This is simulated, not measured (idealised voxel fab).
Documented hereafter: the process module known as voxel capacitor over wiring.
Cross-section cut spans 170 nm and uses square cells 5 nm in size.
A cross-section in this document is a grid of square cells, and it is written down as bands, the top band listed before the ones below it; a band is made up of one or more rows of cells. Quick guide to a band line: top height, bottom height (nm) up front; then every material left to right with its width in nm. Only one material and it's marked "throughout"? Then it fills the band edge to edge. And "blank" just means empty space. Basically, 0 is our baseline, since under it the wafer straight out of the box is all one material. The bottom band has no lower end and keeps on going down, so it looks like "z 0 and below". It should be noted that a width expressed as "30 to 40" varies in equal increments from row to row of cells within the band, taking the value of the first number at the top row and that of the second number at the bottom row. Given "nothing altered" for a step, no cell of the cross-section differs between before and after that step. Entry "Listed closed voids" = empty spaces >= 8 cells with no open way to the top; each as width x height at distance, distance from left edge, all nm. Where a step's line continues beyond its settings, the continuation is a remark by the simulator itself on that step. overlay nm: where the mask lay relative to plan, measured to the right, on steps with a mask; negatives go left.
# plan
1,RECEIVE [material Si]
2,CONFORMAL_DEP [material SiO2] [thk nm 10]
3,DIRECTIONAL_DEP [material TiN] [thk nm 5]
4,DIRECTIONAL_DEP [material Ru] [thk nm 15]
5,MASKED_ETCH [tone cover] [mask id METAL_1] [width nm 20] [pitch nm 80] [etch materials Ru] [depth nm 15] [overlay nm 0]
6,MASKED_ETCH [tone cover] [mask id METAL_1] [width nm 20] [pitch nm 80] [etch materials TiN] [depth nm 5] [overlay nm 0]
7,FILL_DEP [material SiO2] [thk nm 5]
8,CMP [height nm 30]
9,CONFORMAL_DEP [material SiCN] [thk nm 5]
10,DIRECTIONAL_DEP [material SiO2] [thk nm 10]
11,DIRECTIONAL_DEP [material aC] [thk nm 10]
12,PATTERN [tone open] [mask id PLUG_1] [material resist] [width nm 15] [thk nm 25] [overlay nm 0]
13,DIRECTIONAL_ETCH [etch materials aC] [depth nm 10]
14,STRIP [etch materials resist]
15,DIRECTIONAL_ETCH [etch materials SiO2] [depth nm 10]
16,DIRECTIONAL_ETCH [etch materials SiCN] [depth nm 5]
17,STRIP [etch materials aC]
18,CONFORMAL_DEP [material TiN] [thk nm 5]
19,FILL_DEP [material Cu] [thk nm 5]
20,CMP [height nm 45]
21,DIRECTIONAL_DEP [material TiN] [thk nm 10]
22,DIRECTIONAL_DEP [material Al2O3] [thk nm 5]
23,DIRECTIONAL_DEP [material TiN] [thk nm 10]
24,MASKED_ETCH [tone cover] [mask id UPPER_PLATE] [width nm 65] [etch materials TiN] [depth nm 10] [overlay nm 0]
25,MASKED_ETCH [tone cover] [mask id UPPER_PLATE] [width nm 65] [etch materials Al2O3] [depth nm 5] [overlay nm 0]
26,PATTERN [tone cover] [mask id LOWER_PLATE] [material resist] [width nm 75] [thk nm 20] [overlay nm 0]
27,DIRECTIONAL_ETCH [etch materials TiN] [depth nm 10]
28,STRIP [etch materials resist]
29,FILL_DEP [material SiO2] [thk nm 15]
30,CMP [height nm 80]
31,PATTERN [tone open] [mask id PLUG_2] [material resist] [width nm 15] [thk nm 20] [overlay nm 0]
32,DIRECTIONAL_ETCH [etch materials SiO2] [depth nm 10]
33,STRIP [etch materials resist]
34,CONFORMAL_DEP [material TiN] [thk nm 5]
35,FILL_DEP [material Ru] [thk nm 10]
36,CMP [height nm 80]
37,CONFORMAL_DEP [material SiN] [thk nm 5]
# The first of two wafers, run as planned
# Received-state cross-section, reflecting completion of step 1
  z 0 and below: Si throughout
  Listed closed voids: none
# The wafer, seen in cross-section, after step 2
  z 10 to 0: SiO2 throughout
  All layers under 0 are left as they were.
# The wafer, seen in cross-section, after step 3
  z 15 to 10: TiN throughout
  All layers under 10 are left as they were.
# The wafer, seen in cross-section, after step 4
  z 30 to 15: Ru throughout
  All layers under 15 are left as they were.
# The wafer, seen in cross-section, after step 5
  z 30 to 15: 35 of blank, 20 of Ru, 60 of blank, 20 of Ru, 35 of blank
  All layers under 15 are left as they were.
# The wafer, seen in cross-section, after step 6
  z 30 to 15: 35 of blank, 20 of Ru, 60 of blank, 20 of Ru, 35 of blank
  z 15 to 10: 35 of blank, 20 of TiN, 60 of blank, 20 of TiN, 35 of blank
  All layers under 10 are left as they were.
# The wafer, seen in cross-section, after step 7
  z 35 to 30: SiO2 throughout
  z 30 to 15: 35 of SiO2, 20 of Ru, 60 of SiO2, 20 of Ru, 35 of SiO2
  z 15 to 10: 35 of SiO2, 20 of TiN, 60 of SiO2, 20 of TiN, 35 of SiO2
  All layers under 10 are left as they were.
# The wafer, seen in cross-section, after step 8
  z 30 to 15: 35 of SiO2, 20 of Ru, 60 of SiO2, 20 of Ru, 35 of SiO2
  All layers under 15 are left as they were.
# The wafer, seen in cross-section, after step 9
  z 35 to 30: SiCN throughout
  All layers under 30 are left as they were.
# The wafer, seen in cross-section, after step 10
  z 45 to 35: SiO2 throughout
  All layers under 35 are left as they were.
# The wafer, seen in cross-section, after step 11
  z 55 to 45: aC throughout
  All layers under 45 are left as they were.
# The wafer, seen in cross-section, after step 12
  z 80 to 55: 40 of resist, 15 of blank, 115 of resist
  All layers under 55 are left as they were.
# The wafer, seen in cross-section, after step 13
  z 70 to 55: 40 of resist, 15 of blank, 115 of resist
  z 55 to 45: 40 of aC, 15 of blank, 115 of aC
  All layers under 45 are left as they were.
# The wafer, seen in cross-section, after step 14
  z 55 to 45: 40 of aC, 15 of blank, 115 of aC
  All layers under 45 are left as they were.
# The wafer, seen in cross-section, after step 15
  z 55 to 45: 40 of aC, 15 of blank, 115 of aC
  z 45 to 35: 40 of SiO2, 15 of blank, 115 of SiO2
  All layers under 35 are left as they were.
# The wafer, seen in cross-section, after step 16
  z 55 to 45: 40 of aC, 15 of blank, 115 of aC
  z 45 to 35: 40 of SiO2, 15 of blank, 115 of SiO2
  z 35 to 30: 40 of SiCN, 15 of blank, 115 of SiCN
  All layers under 30 are left as they were.
# The wafer, seen in cross-section, after step 17
  z 45 to 35: 40 of SiO2, 15 of blank, 115 of SiO2
  All layers under 35 are left as they were.
# The wafer, seen in cross-section, after step 18
  z 50 to 45: 45 of TiN, 5 of blank, 120 of TiN
  z 45 to 35: 40 of SiO2, 5 of TiN, 5 of blank, 5 of TiN, 115 of SiO2
  z 35 to 30: 40 of SiCN, 15 of TiN, 115 of SiCN
  All layers under 30 are left as they were.
# The wafer, seen in cross-section, after step 19
  z 55 to 50: Cu throughout
  z 50 to 45: 45 of TiN, 5 of Cu, 120 of TiN
  z 45 to 35: 40 of SiO2, 5 of TiN, 5 of Cu, 5 of TiN, 115 of SiO2
  All layers under 35 are left as they were.
# The wafer, seen in cross-section, after step 20
  z 45 to 35: 40 of SiO2, 5 of TiN, 5 of Cu, 5 of TiN, 115 of SiO2
  All layers under 35 are left as they were.
# The wafer, seen in cross-section, after step 21
  z 55 to 45: TiN throughout
  All layers under 45 are left as they were.
# The wafer, seen in cross-section, after step 22
  z 60 to 55: Al2O3 throughout
  All layers under 55 are left as they were.
# The wafer, seen in cross-section, after step 23
  z 70 to 60: TiN throughout
  All layers under 60 are left as they were.
# The wafer, seen in cross-section, after step 24
  z 70 to 60: 40 of blank, 65 of TiN, 65 of blank
  All layers under 60 are left as they were.
# The wafer, seen in cross-section, after step 25
  z 70 to 60: 40 of blank, 65 of TiN, 65 of blank
  z 60 to 55: 40 of blank, 65 of Al2O3, 65 of blank
  All layers under 55 are left as they were.
# The wafer, seen in cross-section, after step 26
  z 90 to 70: 35 of blank, 75 of resist, 60 of blank
  z 70 to 60: 35 of blank, 5 of resist, 65 of TiN, 5 of resist, 60 of blank
  z 60 to 55: 35 of blank, 5 of resist, 65 of Al2O3, 5 of resist, 60 of blank
  All layers under 55 are left as they were.
# The wafer, seen in cross-section, after step 27
  z 90 to 70: 35 of blank, 75 of resist, 60 of blank
  z 70 to 60: 35 of blank, 5 of resist, 65 of TiN, 5 of resist, 60 of blank
  z 60 to 55: 35 of blank, 5 of resist, 65 of Al2O3, 5 of resist, 60 of blank
  z 55 to 45: 35 of blank, 75 of TiN, 60 of blank
  All layers under 45 are left as they were.
# The wafer, seen in cross-section, after step 28
  z 70 to 60: 40 of blank, 65 of TiN, 65 of blank
  z 60 to 55: 40 of blank, 65 of Al2O3, 65 of blank
  All layers under 55 are left as they were.
# The wafer, seen in cross-section, after step 29
  z 85 to 70: SiO2 throughout
  z 70 to 60: 40 of SiO2, 65 of TiN, 65 of SiO2
  z 60 to 55: 40 of SiO2, 65 of Al2O3, 65 of SiO2
  z 55 to 45: 35 of SiO2, 75 of TiN, 60 of SiO2
  All layers under 45 are left as they were.
# The wafer, seen in cross-section, after step 30
  z 80 to 70: SiO2 throughout
  All layers under 70 are left as they were.
# The wafer, seen in cross-section, after step 31
  z 100 to 80: 50 of resist, 15 of blank, 105 of resist
  All layers under 80 are left as they were.
# The wafer, seen in cross-section, after step 32
  z 100 to 80: 50 of resist, 15 of blank, 105 of resist
  z 80 to 70: 50 of SiO2, 15 of blank, 105 of SiO2
  All layers under 70 are left as they were.
# The wafer, seen in cross-section, after step 33
  z 80 to 70: 50 of SiO2, 15 of blank, 105 of SiO2
  All layers under 70 are left as they were.
# The wafer, seen in cross-section, after step 34
  z 85 to 80: 55 of TiN, 5 of blank, 110 of TiN
  z 80 to 75: 50 of SiO2, 5 of TiN, 5 of blank, 5 of TiN, 105 of SiO2
  z 75 to 70: 50 of SiO2, 15 of TiN, 105 of SiO2
  All layers under 70 are left as they were.
# The wafer, seen in cross-section, after step 35
  z 95 to 85: Ru throughout
  z 85 to 80: 55 of TiN, 5 of Ru, 110 of TiN
  z 80 to 75: 50 of SiO2, 5 of TiN, 5 of Ru, 5 of TiN, 105 of SiO2
  All layers under 75 are left as they were.
# The wafer, seen in cross-section, after step 36
  z 80 to 75: 50 of SiO2, 5 of TiN, 5 of Ru, 5 of TiN, 105 of SiO2
  All layers under 75 are left as they were.
# The wafer, seen in cross-section, after step 37
  z 85 to 80: SiN throughout
  All layers under 80 are left as they were.
# Here the second wafer is described. Its start and its plan were those of the first wafer. Its run contained one mistake. Up to and including step 23, it did exactly what the first wafer did
# Cross-section, second wafer, at the end time the plan gives for step 24
  z 70 to 60: 40 of TiN, 65 of blank, 65 of TiN
  All layers under 60 are left as they were.
Cross-section, second wafer, at the end time the plan gives for step 25: nothing altered
# Cross-section, second wafer, at the end time the plan gives for step 26
  z 90 to 70: 35 of blank, 75 of resist, 60 of blank
  z 70 to 60: 40 of TiN, 65 of resist, 65 of TiN
  All layers under 60 are left as they were.
# Cross-section, second wafer, at the end time the plan gives for step 27
  z 90 to 70: 35 of blank, 75 of resist, 60 of blank
  z 70 to 60: 35 of blank, 5 of TiN, 65 of resist, 5 of TiN, 60 of blank
  All layers under 60 are left as they were.
# Cross-section, second wafer, at the end time the plan gives for step 28
  z 70 to 60: 35 of blank, 5 of TiN, 65 of blank, 5 of TiN, 60 of blank
  All layers under 60 are left as they were.
# Cross-section, second wafer, at the end time the plan gives for step 29
  z 85 to 70: SiO2 throughout
  z 70 to 60: 35 of SiO2, 5 of TiN, 65 of SiO2, 5 of TiN, 60 of SiO2
  All layers under 60 are left as they were.
# Cross-section, second wafer, at the end time the plan gives for step 30
  z 80 to 70: SiO2 throughout
  All layers under 70 are left as they were.
# Cross-section, second wafer, at the end time the plan gives for step 31
  z 100 to 80: 50 of resist, 15 of blank, 105 of resist
  All layers under 80 are left as they were.
# Cross-section, second wafer, at the end time the plan gives for step 32
  z 100 to 80: 50 of resist, 15 of blank, 105 of resist
  z 80 to 70: 50 of SiO2, 15 of blank, 105 of SiO2
  All layers under 70 are left as they were.
# Cross-section, second wafer, at the end time the plan gives for step 33
  z 80 to 70: 50 of SiO2, 15 of blank, 105 of SiO2
  All layers under 70 are left as they were.
# Cross-section, second wafer, at the end time the plan gives for step 34
  z 85 to 80: 55 of TiN, 5 of blank, 110 of TiN
  z 80 to 75: 50 of SiO2, 5 of TiN, 5 of blank, 5 of TiN, 105 of SiO2
  z 75 to 70: 50 of SiO2, 15 of TiN, 105 of SiO2
  All layers under 70 are left as they were.
# Cross-section, second wafer, at the end time the plan gives for step 35
  z 95 to 85: Ru throughout
  z 85 to 80: 55 of TiN, 5 of Ru, 110 of TiN
  z 80 to 75: 50 of SiO2, 5 of TiN, 5 of Ru, 5 of TiN, 105 of SiO2
  All layers under 75 are left as they were.
# Cross-section, second wafer, at the end time the plan gives for step 36
  z 80 to 75: 50 of SiO2, 5 of TiN, 5 of Ru, 5 of TiN, 105 of SiO2
  All layers under 75 are left as they were.
# Cross-section, second wafer, at the end time the plan gives for step 37
  z 85 to 80: SiN throughout
  All layers under 80 are left as they were.
Run error: off-plan run, step 24, actual operation and settings MASKED_ETCH [tone open] [mask id UPPER_PLATE] [width nm 65] [etch materials TiN] [depth nm 10] [overlay nm 0]
Wrapping up, a cell-based count of both wafers puts the second over or under the first for these materials: 21 more of Al2O3 | 37 fewer of SiO2 | 16 more of TiN
